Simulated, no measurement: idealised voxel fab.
You're looking at the process module voxel capacitor over wiring.
Section cut is 165 nm wide and gridded with 5 nm square cells.
Reading order for cross-sections: top band down to bottom band. Underlying form: a grid of square cells. Band size: one or more rows of cells.
What a band's entry tells you: where the top is and where the bottom is, as heights in nm, and after that what lies inside, material by material from left to right, each with its width in nm. Empty space is written as the word "blank", and a single material marked with the word "all across" occupies the band from edge to edge.
The level at which height equals 0 is the one under which the wafer, as it arrives, is entirely one material. No lower edge exists for the bottom band, which continues downward and is notated as in "0 down".
It should be noted that a width expressed as "30->40" varies in equal increments from row to row of cells within the band, taking the value of the first number at the top row and that of the second number at the bottom row.
Basically "remained the same" means that step didn't change any cell in the cross-section.
Basically, "Enclosed cavity list" tells you about the enclosed voids: empty spaces with no open way to the top, 8 cells or bigger, each written width x height at distance, where distance is from the left edge, all in nm.
Where a step's line continues beyond its settings, the continuation is a remark by the simulator itself on that step.
overlay nm: how far to the right of its planned place the mask lay on this masked step (negative: to the left).
Listed below are the process steps as planned
- 1: RECEIVE: material Si
- 2: CONFORMAL_DEP: material SiO2, thk nm 10
- 3: DIRECTIONAL_DEP: material TiN, thk nm 5
- 4: DIRECTIONAL_DEP: material W, thk nm 15
- 5: MASKED_ETCH: tone cover, mask id METAL_1, width nm 25, pitch nm 75, etch materials W, depth nm 15, overlay nm 0
- 6: MASKED_ETCH: tone cover, mask id METAL_1, width nm 25, pitch nm 75, etch materials TiN, depth nm 5, overlay nm 0
- 7: FILL_DEP: material lowk, thk nm 5
- 8: CMP: height nm 30
- 9: CONFORMAL_DEP: material SiCN, thk nm 5
- 10: DIRECTIONAL_DEP: material lowk, thk nm 20
- 11: PATTERN: tone open, mask id PLUG_1, material resist, width nm 15, thk nm 15, overlay nm 0
- 12: DIRECTIONAL_ETCH: etch materials lowk, depth nm 20
- 13: DIRECTIONAL_ETCH: etch materials SiCN, depth nm 5
- 14: STRIP: etch materials resist
- 15: EPI: material Ru, thk nm 10
- 16: EPI: material Ru, thk nm 10
- 17: EPI: material Ru, thk nm 5
- 18: DIRECTIONAL_DEP: material TiN, thk nm 5
- 19: DIRECTIONAL_DEP: material HfO2, thk nm 5
- 20: DIRECTIONAL_DEP: material TiN, thk nm 5
- 21: PATTERN: tone cover, mask id UPPER_PLATE, material resist, width nm 55, thk nm 15, overlay nm 0
- 22: DIRECTIONAL_ETCH: etch materials TiN, depth nm 5
- 23: DIRECTIONAL_ETCH: etch materials HfO2, depth nm 5
- 24: STRIP: etch materials resist
- 25: PATTERN: tone cover, mask id LOWER_PLATE, material resist, width nm 65, thk nm 15, overlay nm 0
- 26: DIRECTIONAL_ETCH: etch materials TiN, depth nm 5
- 27: STRIP: etch materials resist
- 28: FILL_DEP: material SiO2, thk nm 15
- 29: CMP: height nm 80
- 30: PATTERN: tone open, mask id PLUG_2, material resist, width nm 15, thk nm 15, overlay nm 0
- 31: DIRECTIONAL_ETCH: etch materials SiO2, depth nm 10
- 32: STRIP: etch materials resist
- 33: CONFORMAL_DEP: material TiN, thk nm 5
- 34: FILL_DEP: material Ru, thk nm 5
- 35: CMP: height nm 80
- 36: CONFORMAL_DEP: material SiCN, thk nm 5
The following pertains to the first of two wafers, which was processed as planned
The cross-section here shows the wafer as received, i.e. in its state after step 1
* 0 down | Si all across
* Enclosed cavity list: none
Cross-sectional representation of the wafer at the conclusion of step 2
* 10 to 0 | SiO2 all across
* Anything lower than 0 is untouched.
Cross-sectional representation of the wafer at the conclusion of step 3
* 15 to 10 | TiN all across
* Anything lower than 10 is untouched.
Cross-sectional representation of the wafer at the conclusion of step 4
* 30 to 15 | W all across
* Anything lower than 15 is untouched.
Cross-sectional representation of the wafer at the conclusion of step 5
* 30 to 15 | blank: 30, then W: 25, then blank: 50, then W: 25, then blank: 35
* Anything lower than 15 is untouched.
Cross-sectional representation of the wafer at the conclusion of step 6
* 30 to 15 | blank: 30, then W: 25, then blank: 50, then W: 25, then blank: 35
* 15 to 10 | blank: 30, then TiN: 25, then blank: 50, then TiN: 25, then blank: 35
* Anything lower than 10 is untouched.
Cross-sectional representation of the wafer at the conclusion of step 7
* 35 to 30 | lowk all across
* 30 to 15 | lowk: 30, then W: 25, then lowk: 50, then W: 25, then lowk: 35
* 15 to 10 | lowk: 30, then TiN: 25, then lowk: 50, then TiN: 25, then lowk: 35
* Anything lower than 10 is untouched.
Cross-sectional representation of the wafer at the conclusion of step 8
* 30 to 15 | lowk: 30, then W: 25, then lowk: 50, then W: 25, then lowk: 35
* Anything lower than 15 is untouched.
Cross-sectional representation of the wafer at the conclusion of step 9
* 35 to 30 | SiCN all across
* Anything lower than 30 is untouched.
Cross-sectional representation of the wafer at the conclusion of step 10
* 55 to 35 | lowk all across
* Anything lower than 35 is untouched.
Cross-sectional representation of the wafer at the conclusion of step 11
* 70 to 55 | resist: 40, then blank: 15, then resist: 110
* Anything lower than 55 is untouched.
Cross-sectional representation of the wafer at the conclusion of step 12
* 70 to 55 | resist: 40, then blank: 15, then resist: 110
* 55 to 35 | lowk: 40, then blank: 15, then lowk: 110
* Anything lower than 35 is untouched.
Cross-sectional representation of the wafer at the conclusion of step 13
* 70 to 55 | resist: 40, then blank: 15, then resist: 110
* 55 to 35 | lowk: 40, then blank: 15, then lowk: 110
* 35 to 30 | SiCN: 40, then blank: 15, then SiCN: 110
* Anything lower than 30 is untouched.
Cross-sectional representation of the wafer at the conclusion of step 14
* 55 to 35 | lowk: 40, then blank: 15, then lowk: 110
* Anything lower than 35 is untouched.
Cross-sectional representation of the wafer at the conclusion of step 15
* 55 to 40 | lowk: 40, then blank: 15, then lowk: 110
* 40 to 35 | lowk: 40, then Ru: 15, then lowk: 110
* 35 to 30 | SiCN: 40, then Ru: 15, then SiCN: 110
* Anything lower than 30 is untouched.
Cross-sectional representation of the wafer at the conclusion of step 16
* 55 to 50 | lowk: 40, then blank: 15, then lowk: 110
* 50 to 35 | lowk: 40, then Ru: 15, then lowk: 110
* Anything lower than 35 is untouched.
Cross-sectional representation of the wafer at the conclusion of step 17
* 55 to 35 | lowk: 40, then Ru: 15, then lowk: 110
* Anything lower than 35 is untouched.
Cross-sectional representation of the wafer at the conclusion of step 18
* 60 to 55 | TiN all across
* Anything lower than 55 is untouched.
Cross-sectional representation of the wafer at the conclusion of step 19
* 65 to 60 | HfO2 all across
* Anything lower than 60 is untouched.
Cross-sectional representation of the wafer at the conclusion of step 20
* 70 to 65 | TiN all across
* Anything lower than 65 is untouched.
Cross-sectional representation of the wafer at the conclusion of step 21
* 85 to 70 | blank: 40, then resist: 55, then blank: 70
* Anything lower than 70 is untouched.
Cross-sectional representation of the wafer at the conclusion of step 22
* 85 to 70 | blank: 40, then resist: 55, then blank: 70
* 70 to 65 | blank: 40, then TiN: 55, then blank: 70
* Anything lower than 65 is untouched.
Cross-sectional representation of the wafer at the conclusion of step 23
* 85 to 70 | blank: 40, then resist: 55, then blank: 70
* 70 to 65 | blank: 40, then TiN: 55, then blank: 70
* 65 to 60 | blank: 40, then HfO2: 55, then blank: 70
* Anything lower than 60 is untouched.
Cross-sectional representation of the wafer at the conclusion of step 24
* 70 to 65 | blank: 40, then TiN: 55, then blank: 70
* Anything lower than 65 is untouched.
Cross-sectional representation of the wafer at the conclusion of step 25
* 85 to 70 | blank: 35, then resist: 65, then blank: 65
* 70 to 65 | blank: 35, then resist: 5, then TiN: 55, then resist: 5, then blank: 65
* 65 to 60 | blank: 35, then resist: 5, then HfO2: 55, then resist: 5, then blank: 65
* Anything lower than 60 is untouched.
Cross-sectional representation of the wafer at the conclusion of step 26
* 85 to 70 | blank: 35, then resist: 65, then blank: 65
* 70 to 65 | blank: 35, then resist: 5, then TiN: 55, then resist: 5, then blank: 65
* 65 to 60 | blank: 35, then resist: 5, then HfO2: 55, then resist: 5, then blank: 65
* 60 to 55 | blank: 35, then TiN: 65, then blank: 65
* Anything lower than 55 is untouched.
Cross-sectional representation of the wafer at the conclusion of step 27
* 70 to 65 | blank: 40, then TiN: 55, then blank: 70
* 65 to 60 | blank: 40, then HfO2: 55, then blank: 70
* Anything lower than 60 is untouched.
Cross-sectional representation of the wafer at the conclusion of step 28
* 85 to 70 | SiO2 all across
* 70 to 65 | SiO2: 40, then TiN: 55, then SiO2: 70
* 65 to 60 | SiO2: 40, then HfO2: 55, then SiO2: 70
* 60 to 55 | SiO2: 35, then TiN: 65, then SiO2: 65
* Anything lower than 55 is untouched.
Cross-sectional representation of the wafer at the conclusion of step 29
* 80 to 70 | SiO2 all across
* Anything lower than 70 is untouched.
Cross-sectional representation of the wafer at the conclusion of step 30
* 95 to 80 | resist: 50, then blank: 15, then resist: 100
* Anything lower than 80 is untouched.
Cross-sectional representation of the wafer at the conclusion of step 31
* 95 to 80 | resist: 50, then blank: 15, then resist: 100
* 80 to 70 | SiO2: 50, then blank: 15, then SiO2: 100
* Anything lower than 70 is untouched.
Cross-sectional representation of the wafer at the conclusion of step 32
* 80 to 70 | SiO2: 50, then blank: 15, then SiO2: 100
* Anything lower than 70 is untouched.
Cross-sectional representation of the wafer at the conclusion of step 33
* 85 to 80 | TiN: 55, then blank: 5, then TiN: 105
* 80 to 75 | SiO2: 50, then TiN: 5, then blank: 5, then TiN: 5, then SiO2: 100
* 75 to 65 | SiO2: 50->40, then TiN: 15->55, then SiO2: 100->70
* Anything lower than 65 is untouched.
Cross-sectional representation of the wafer at the conclusion of step 34
* 90 to 85 | Ru all across
* 85 to 80 | TiN: 55, then Ru: 5, then TiN: 105
* 80 to 75 | SiO2: 50, then TiN: 5, then Ru: 5, then TiN: 5, then SiO2: 100
* Anything lower than 75 is untouched.
Cross-sectional representation of the wafer at the conclusion of step 35
* 80 to 75 | SiO2: 50, then TiN: 5, then Ru: 5, then TiN: 5, then SiO2: 100
* Anything lower than 75 is untouched.
Cross-sectional representation of the wafer at the conclusion of step 36
* 85 to 80 | SiCN all across
* Anything lower than 80 is untouched.
Notes, second wafer: start = first wafer's, plan = first wafer's, execution had one mistake; history identical to first through step 10
Second wafer shown in cross-section at the time step 11 was slated to end
* 70 to 55 | blank: 40, then resist: 15, then blank: 110
* Anything lower than 55 is untouched.
Second wafer shown in cross-section at the time step 12 was slated to end
* 70 to 55 | blank: 40, then resist: 15, then blank: 110
* 55 to 35 | blank: 40, then lowk: 15, then blank: 110
* Anything lower than 35 is untouched.
Second wafer shown in cross-section at the time step 13 was slated to end
* 70 to 55 | blank: 40, then resist: 15, then blank: 110
* 55 to 35 | blank: 40, then lowk: 15, then blank: 110
* 35 to 30 | blank: 40, then SiCN: 15, then blank: 110
* Anything lower than 30 is untouched.
Second wafer shown in cross-section at the time step 14 was slated to end
* 55 to 35 | blank: 40, then lowk: 15, then blank: 110
* Anything lower than 35 is untouched.
Second wafer shown in cross-section at the time step 15 was slated to end
* 55 to 40 | blank: 40, then lowk: 15, then blank: 110
* 40 to 35 | blank: 20, then Ru: 20, then lowk: 15, then blank: 40, then Ru: 45, then blank: 25
* 35 to 30 | blank: 20, then Ru: 20, then SiCN: 15, then blank: 40, then Ru: 45, then blank: 25
* Anything lower than 30 is untouched.
Second wafer shown in cross-section at the time step 16 was slated to end
* 55 to 50 | blank: 40, then lowk: 15, then blank: 110
* 50 to 35 | blank: 10, then Ru: 30, then lowk: 15, then blank: 30, then Ru: 65, then blank: 15
* 35 to 30 | blank: 10, then Ru: 30, then SiCN: 15, then blank: 30, then Ru: 65, then blank: 15
* Anything lower than 30 is untouched.
Second wafer shown in cross-section at the time step 17 was slated to end
* 55 to 35 | blank: 5, then Ru: 35, then lowk: 15, then blank: 25, then Ru: 75, then blank: 10
* 35 to 30 | blank: 5, then Ru: 35, then SiCN: 15, then blank: 25, then Ru: 75, then blank: 10
* Anything lower than 30 is untouched.
Second wafer shown in cross-section at the time step 18 was slated to end
* 60 to 55 | blank: 5, then TiN: 50, then blank: 25, then TiN: 75, then blank: 10
* 55 to 35 | blank: 5, then Ru: 35, then lowk: 15, then blank: 25, then Ru: 75, then blank: 10
* 35 to 30 | TiN: 5, then Ru: 35, then SiCN: 15, then TiN: 25, then Ru: 75, then TiN: 10
* Anything lower than 30 is untouched.
Second wafer shown in cross-section at the time step 19 was slated to end
* 65 to 60 | blank: 5, then HfO2: 50, then blank: 25, then HfO2: 75, then blank: 10
* 60 to 55 | blank: 5, then TiN: 50, then blank: 25, then TiN: 75, then blank: 10
* 55 to 40 | blank: 5, then Ru: 35, then lowk: 15, then blank: 25, then Ru: 75, then blank: 10
* 40 to 35 | HfO2: 5, then Ru: 35, then lowk: 15, then HfO2: 25, then Ru: 75, then HfO2: 10
* Anything lower than 35 is untouched.
Second wafer shown in cross-section at the time step 20 was slated to end
* 70 to 65 | blank: 5, then TiN: 50, then blank: 25, then TiN: 75, then blank: 10
* 65 to 60 | blank: 5, then HfO2: 50, then blank: 25, then HfO2: 75, then blank: 10
* 60 to 55 | blank: 5, then TiN: 50, then blank: 25, then TiN: 75, then blank: 10
* 55 to 45 | blank: 5, then Ru: 35, then lowk: 15, then blank: 25, then Ru: 75, then blank: 10
* 45 to 40 | TiN: 5, then Ru: 35, then lowk: 15, then TiN: 25, then Ru: 75, then TiN: 10
* Anything lower than 40 is untouched.
Second wafer shown in cross-section at the time step 21 was slated to end
* 85 to 70 | blank: 40, then resist: 55, then blank: 70
* 70 to 65 | blank: 5, then TiN: 50, then resist: 25, then TiN: 75, then blank: 10
* 65 to 60 | blank: 5, then HfO2: 50, then resist: 25, then HfO2: 75, then blank: 10
* 60 to 55 | blank: 5, then TiN: 50, then resist: 25, then TiN: 75, then blank: 10
* 55 to 45 | blank: 5, then Ru: 35, then lowk: 15, then resist: 25, then Ru: 75, then blank: 10
* Anything lower than 45 is untouched.
Second wafer shown in cross-section at the time step 22 was slated to end
* 85 to 70 | blank: 40, then resist: 55, then blank: 70
* 70 to 65 | blank: 40, then TiN: 15, then resist: 25, then TiN: 15, then blank: 70
* 65 to 60 | blank: 5, then HfO2: 50, then resist: 25, then HfO2: 75, then blank: 10
* 60 to 55 | blank: 5, then TiN: 50, then resist: 25, then TiN: 75, then blank: 10
* 55 to 45 | blank: 5, then Ru: 35, then lowk: 15, then resist: 25, then Ru: 75, then blank: 10
* 45 to 40 | blank: 5, then Ru: 35, then lowk: 15, then TiN: 25, then Ru: 75, then blank: 10
* Anything lower than 40 is untouched.
Second wafer shown in cross-section at the time step 23 was slated to end
* 85 to 70 | blank: 40, then resist: 55, then blank: 70
* 70 to 65 | blank: 40, then TiN: 15, then resist: 25, then TiN: 15, then blank: 70
* 65 to 60 | blank: 40, then HfO2: 15, then resist: 25, then HfO2: 15, then blank: 70
* 60 to 55 | blank: 5, then TiN: 50, then resist: 25, then TiN: 75, then blank: 10
* 55 to 45 | blank: 5, then Ru: 35, then lowk: 15, then resist: 25, then Ru: 75, then blank: 10
* 45 to 40 | blank: 5, then Ru: 35, then lowk: 15, then TiN: 25, then Ru: 75, then blank: 10
* 40 to 35 | blank: 5, then Ru: 35, then lowk: 15, then HfO2: 25, then Ru: 75, then blank: 10
* Anything lower than 35 is untouched.
Second wafer shown in cross-section at the time step 24 was slated to end
* 70 to 65 | blank: 40, then TiN: 15, then blank: 25, then TiN: 15, then blank: 70
* 65 to 60 | blank: 40, then HfO2: 15, then blank: 25, then HfO2: 15, then blank: 70
* 60 to 55 | blank: 5, then TiN: 50, then blank: 25, then TiN: 75, then blank: 10
* 55 to 45 | blank: 5, then Ru: 35, then lowk: 15, then blank: 25, then Ru: 75, then blank: 10
* Anything lower than 45 is untouched.
Second wafer shown in cross-section at the time step 25 was slated to end
* 85 to 70 | blank: 35, then resist: 65, then blank: 65
* 70 to 65 | blank: 35, then resist: 5, then TiN: 15, then resist: 25, then TiN: 15, then resist: 5, then blank: 65
* 65 to 60 | blank: 35, then resist: 5, then HfO2: 15, then resist: 25, then HfO2: 15, then resist: 5, then blank: 65
* 60 to 55 | blank: 5, then TiN: 50, then resist: 25, then TiN: 75, then blank: 10
* 55 to 45 | blank: 5, then Ru: 35, then lowk: 15, then resist: 25, then Ru: 75, then blank: 10
* Anything lower than 45 is untouched.
Second wafer shown in cross-section at the time step 26 was slated to end
* 85 to 70 | blank: 35, then resist: 65, then blank: 65
* 70 to 65 | blank: 35, then resist: 5, then TiN: 15, then resist: 25, then TiN: 15, then resist: 5, then blank: 65
* 65 to 60 | blank: 35, then resist: 5, then HfO2: 15, then resist: 25, then HfO2: 15, then resist: 5, then blank: 65
* 60 to 55 | blank: 35, then TiN: 20, then resist: 25, then TiN: 20, then blank: 65
* 55 to 45 | blank: 5, then Ru: 35, then lowk: 15, then resist: 25, then Ru: 75, then blank: 10
* 45 to 40 | blank: 5, then Ru: 35, then lowk: 15, then TiN: 25, then Ru: 75, then blank: 10
* 40 to 35 | blank: 5, then Ru: 35, then lowk: 15, then HfO2: 25, then Ru: 75, then blank: 10
* 35 to 30 | blank: 5, then Ru: 35, then SiCN: 15, then TiN: 25, then Ru: 75, then blank: 10
* Anything lower than 30 is untouched.
Second wafer shown in cross-section at the time step 27 was slated to end
* 70 to 65 | blank: 40, then TiN: 15, then blank: 25, then TiN: 15, then blank: 70
* 65 to 60 | blank: 40, then HfO2: 15, then blank: 25, then HfO2: 15, then blank: 70
* 60 to 55 | blank: 35, then TiN: 20, then blank: 25, then TiN: 20, then blank: 65
* 55 to 45 | blank: 5, then Ru: 35, then lowk: 15, then blank: 25, then Ru: 75, then blank: 10
* Anything lower than 45 is untouched.
Second wafer shown in cross-section at the time step 28 was slated to end
* 85 to 70 | SiO2 all across
* 70 to 65 | SiO2: 40, then TiN: 15, then SiO2: 25, then TiN: 15, then SiO2: 70
* 65 to 60 | SiO2: 40, then HfO2: 15, then SiO2: 25, then HfO2: 15, then SiO2: 70
* 60 to 55 | SiO2: 35, then TiN: 20, then SiO2: 25, then TiN: 20, then SiO2: 65
* 55 to 45 | SiO2: 5, then Ru: 35, then lowk: 15, then SiO2: 25, then Ru: 75, then SiO2: 10
* 45 to 40 | SiO2: 5, then Ru: 35, then lowk: 15, then TiN: 25, then Ru: 75, then SiO2: 10
* 40 to 35 | SiO2: 5, then Ru: 35, then lowk: 15, then HfO2: 25, then Ru: 75, then SiO2: 10
* 35 to 30 | SiO2: 5, then Ru: 35, then SiCN: 15, then TiN: 25, then Ru: 75, then SiO2: 10
* Anything lower than 30 is untouched.
Second wafer shown in cross-section at the time step 29 was slated to end
* 80 to 70 | SiO2 all across
* Anything lower than 70 is untouched.
Second wafer shown in cross-section at the time step 30 was slated to end
* 95 to 80 | resist: 50, then blank: 15, then resist: 100
* Anything lower than 80 is untouched.
Second wafer shown in cross-section at the time step 31 was slated to end
* 95 to 80 | resist: 50, then blank: 15, then resist: 100
* 80 to 70 | SiO2: 50, then blank: 15, then SiO2: 100
* Anything lower than 70 is untouched.
Second wafer shown in cross-section at the time step 32 was slated to end
* 80 to 70 | SiO2: 50, then blank: 15, then SiO2: 100
* Anything lower than 70 is untouched.
Second wafer shown in cross-section at the time step 33 was slated to end
* 85 to 80 | TiN: 55, then blank: 5, then TiN: 105
* 80 to 75 | SiO2: 50, then TiN: 5, then blank: 5, then TiN: 5, then SiO2: 100
* 75 to 70 | SiO2: 50, then TiN: 15, then SiO2: 100
* Anything lower than 70 is untouched.
Second wafer shown in cross-section at the time step 34 was slated to end
* 90 to 85 | Ru all across
* 85 to 80 | TiN: 55, then Ru: 5, then TiN: 105
* 80 to 75 | SiO2: 50, then TiN: 5, then Ru: 5, then TiN: 5, then SiO2: 100
* Anything lower than 75 is untouched.
Second wafer shown in cross-section at the time step 35 was slated to end
* 80 to 75 | SiO2: 50, then TiN: 5, then Ru: 5, then TiN: 5, then SiO2: 100
* Anything lower than 75 is untouched.
Second wafer shown in cross-section at the time step 36 was slated to end
* 85 to 80 | SiCN all across
* Anything lower than 80 is untouched.
Nonconformance to the process plan: contrary to plan, step 11 was performed as PATTERN: tone cover, mask id PLUG_1, material resist, width nm 15, thk nm 15, overlay nm 0
Final comparison by cell count, materials where the second wafer has more or fewer than the first: 95 more of Ru, 27 fewer of SiCN, 40 more of SiO2, 108 fewer of lowk
